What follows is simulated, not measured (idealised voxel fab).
process module | voxel self aligned vias
cross-section cut | 255 nm wide | cells 5 nm
A cross-section is a grid of square cells, given in bands from the top down. A band is one or more rows of cells.
Each band's line starts with the height of the band's top and of its bottom, in nm. Then come its materials from left to right, each with its width in nm. One material with "throughout" fills the band from edge to edge. "air" is empty space.
Height 0 is the level under which the wafer as received is all one material. The lowest band goes on downwards, as in "0 down".
A width such as "30 to 40" changes by the same amount from each row of cells to the next, from the band's top row to its bottom row.
"no change" after a step means that no cell of the cross-section changed.
closed voids: empty space of 8 cells or more with no open way to the top, each as width x height at its distance from the left edge, in nm
after a step's settings: what the simulator itself notes on the step
overlay nm, on a step with a mask: how far to the right of its planned place the mask lay; to the left if negative
plan
1 op RECEIVE | material Si
2 op CONFORMAL_DEP | material SiO2 | thk nm 10
3 op CONFORMAL_DEP | material SiCN | thk nm 5
4 op DIRECTIONAL_DEP | material SiO2 | thk nm 25
5 op DIRECTIONAL_DEP | material aC | thk nm 15
6 op PATTERN | tone open | mask id LINES | material resist | width nm 25 | pitch nm 75 | thk nm 30 | overlay nm 0
7 op DIRECTIONAL_ETCH | etch materials aC | depth nm 15
8 op STRIP | etch materials resist
9 op DIRECTIONAL_ETCH | etch materials SiO2 | depth nm 25
10 op STRIP | etch materials aC
11 op CONFORMAL_DEP | material TiN | thk nm 5
12 op FILL_DEP | material Ru | thk nm 5
13 op CMP | height nm 40
14 op SELECTIVE_ETCH | etch materials W Ru TiN | depth nm 10
15 op FILL_DEP | material SiN | thk nm 5
16 op CMP | height nm 40
17 op DIRECTIONAL_DEP | material SiO2 | thk nm 15
18 op PATTERN | tone open | mask id VIAS | material resist | width nm 45 | pitch nm 150 | thk nm 15 | overlay nm 0
19 op DIRECTIONAL_ETCH | etch materials SiO2 | depth nm 15
20 op DIRECTIONAL_ETCH | etch materials SiN | depth nm 10
21 op STRIP | etch materials resist
22 op CONFORMAL_DEP | material TiN | thk nm 5
23 op FILL_DEP | material Cu | thk nm 10
24 op CMP | height nm 55
25 op CONFORMAL_DEP | material SiN | thk nm 5
as received, after step 1
  0 down: Si throughout
  closed voids: none
first wafer at the end, as planned
  60 to 55: SiN throughout
  55 to 45: SiO2 30 | TiN 5 | Cu 35 | TiN 5 | SiO2 105 | TiN 5 | Cu 35 | TiN 5 | SiO2 30
  45 to 40: SiO2 30 | TiN 15 | Cu 15 | TiN 15 | SiO2 105 | TiN 15 | Cu 15 | TiN 15 | SiO2 30
  40 to 35: SiO2 40 | TiN 5 | Cu 15 | TiN 5 | SiO2 50 | SiN 25 | SiO2 50 | TiN 5 | Cu 15 | TiN 5 | SiO2 40
  35 to 30: SiO2 40 | TiN 25 | SiO2 50 | SiN 25 | SiO2 50 | TiN 25 | SiO2 40
  30 to 20: SiO2 40 | TiN 5 | Ru 15 | TiN 5 | SiO2 50 | TiN 5 | Ru 15 | TiN 5 | SiO2 50 | TiN 5 | Ru 15 | TiN 5 | SiO2 40
  20 to 15: SiO2 40 | TiN 25 | SiO2 50 | TiN 25 | SiO2 50 | TiN 25 | SiO2 40
  15 to 10: SiCN throughout
  10 to 0: SiO2 throughout
  0 down: Si throughout
  closed voids: none
second wafer at the end: like start, like plan, one mistake
  50 to 45: SiN throughout
  45 to 40: SiO2 30 | TiN 15 | Cu 15 | TiN 15 | SiO2 105 | TiN 15 | Cu 15 | TiN 15 | SiO2 30
  40 to 35: SiO2 40 | TiN 5 | Cu 15 | TiN 5 | SiO2 50 | SiN 25 | SiO2 50 | TiN 5 | Cu 15 | TiN 5 | SiO2 40
  35 to 30: SiO2 40 | TiN 25 | SiO2 50 | SiN 25 | SiO2 50 | TiN 25 | SiO2 40
  30 to 20: SiO2 40 | TiN 5 | Ru 15 | TiN 5 | SiO2 50 | TiN 5 | Ru 15 | TiN 5 | SiO2 50 | TiN 5 | Ru 15 | TiN 5 | SiO2 40
  20 to 15: SiO2 40 | TiN 25 | SiO2 50 | TiN 25 | SiO2 50 | TiN 25 | SiO2 40
  15 to 10: SiCN throughout
  10 to 0: SiO2 throughout
  0 down: Si throughout
  closed voids: none
what went wrong: step 24 ran as: op CMP | height nm 45
at the end the second wafer has, in cells: 28 fewer of Cu | 66 fewer of SiO2 | 8 fewer of TiN
